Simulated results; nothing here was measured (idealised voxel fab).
process module | voxel gate over fins
cross-section cut | 230 nm wide | cells 5 nm
A cross-section is a grid of square cells, given in bands from the top down. A band is one or more rows of cells.
Each band's line starts with the height of the band's top and of its bottom, in nm. Then come its materials from left to right, each with its width in nm. One material with "throughout" fills the band from edge to edge. "air" is empty space.
Height 0 is the level under which the wafer as received is all one material. The lowest band goes on downwards, as in "0 down".
A width such as "30 to 40" changes by the same amount from each row of cells to the next, from the band's top row to its bottom row.
"no change" after a step means that no cell of the cross-section changed.
closed voids: empty space of 8 cells or more with no open way to the top, each as width x height at its distance from the left edge, in nm
after a step's settings: what the simulator itself notes on the step
overlay nm, on a step with a mask: how far to the right of its planned place the mask lay; to the left if negative
plan
1 op RECEIVE | material Si
2 op CONFORMAL_DEP | material SiN | thk nm 10
3 op PATTERN | tone cover | mask id FINS | material resist | width nm 15 | pitch nm 35 | thk nm 15 | overlay nm 0
4 op DIRECTIONAL_ETCH | etch materials SiN | depth nm 10
5 op DIRECTIONAL_ETCH | etch materials Si | depth nm 30
6 op STRIP | etch materials resist
7 op OXIDIZE | depth nm 5
8 op FILL_DEP | material SiO2 | thk nm 15
9 op CMP | height nm 10
10 op SELECTIVE_ETCH | etch materials SiO2 | depth nm 20
11 op STRIP | etch materials SiN
12 op CONFORMAL_DEP | material HfO2 | thk nm 5
13 op CONFORMAL_DEP | material TiN | thk nm 5
14 op CONFORMAL_DEP | material TiAl | thk nm 5
15 op CONFORMAL_DEP | material TiN | thk nm 5
16 op FILL_DEP | material W | thk nm 10
17 op CMP | height nm 25
18 op CONFORMAL_DEP | material SiCN | thk nm 10
as received, after step 1
  0 down: Si throughout
  closed voids: none
first wafer at the end, as planned
  35 to 25: SiCN throughout
  25 to 20: W throughout
  20 to 15: W 55 | TiN 115 | W 60
  15 to 10: W 55 | TiN 5 | TiAl 105 | TiN 5 | W 60
  10 to 5: TiN 60 | TiAl 5 | TiN 25 | TiAl 10 | TiN 25 | TiAl 10 | TiN 25 | TiAl 5 | TiN 65
  5 to 0: TiAl 65 | TiN 5 | HfO2 15 | TiN 5 | TiAl 10 | TiN 5 | HfO2 15 | TiN 5 | TiAl 10 | TiN 5 | HfO2 15 | TiN 5 | TiAl 70
  0 to -5: TiN 70 | HfO2 5 | Si 5 | HfO2 5 | TiN 20 | HfO2 5 | Si 5 | HfO2 5 | TiN 20 | HfO2 5 | Si 5 | HfO2 5 | TiN 75
  -5 to -10: HfO2 75 | Si 5 | HfO2 30 | Si 5 | HfO2 30 | Si 5 | HfO2 80
  -10 to -35: SiO2 75 | Si 5 | SiO2 30 | Si 5 | SiO2 30 | Si 5 | SiO2 80
  -35 down: Si throughout
  closed voids: none
second wafer at the end: like start, like plan, one mistake
  35 to 25: SiCN throughout
  25 to 15: W throughout
  15 to 10: W 60 | TiN 105 | W 65
  10 to 5: W 60 | TiN 5 | TiAl 25 | TiN 10 | TiAl 25 | TiN 10 | TiAl 25 | TiN 5 | W 65
  5 to 0: TiN 65 | TiAl 5 | HfO2 15 | TiAl 5 | TiN 10 | TiAl 5 | HfO2 15 | TiAl 5 | TiN 10 | TiAl 5 | HfO2 15 | TiAl 5 | TiN 70
  0 to -5: TiAl 70 | HfO2 5 | Si 5 | HfO2 5 | TiAl 20 | HfO2 5 | Si 5 | HfO2 5 | TiAl 20 | HfO2 5 | Si 5 | HfO2 5 | TiAl 75
  -5 to -10: HfO2 75 | Si 5 | HfO2 30 | Si 5 | HfO2 30 | Si 5 | HfO2 80
  -10 to -35: SiO2 75 | Si 5 | SiO2 30 | Si 5 | SiO2 30 | Si 5 | SiO2 80
  -35 down: Si throughout
  closed voids: none
what went wrong: step 13 was left out
at the end the second wafer has, in cells: 50 fewer of TiN | 50 more of W
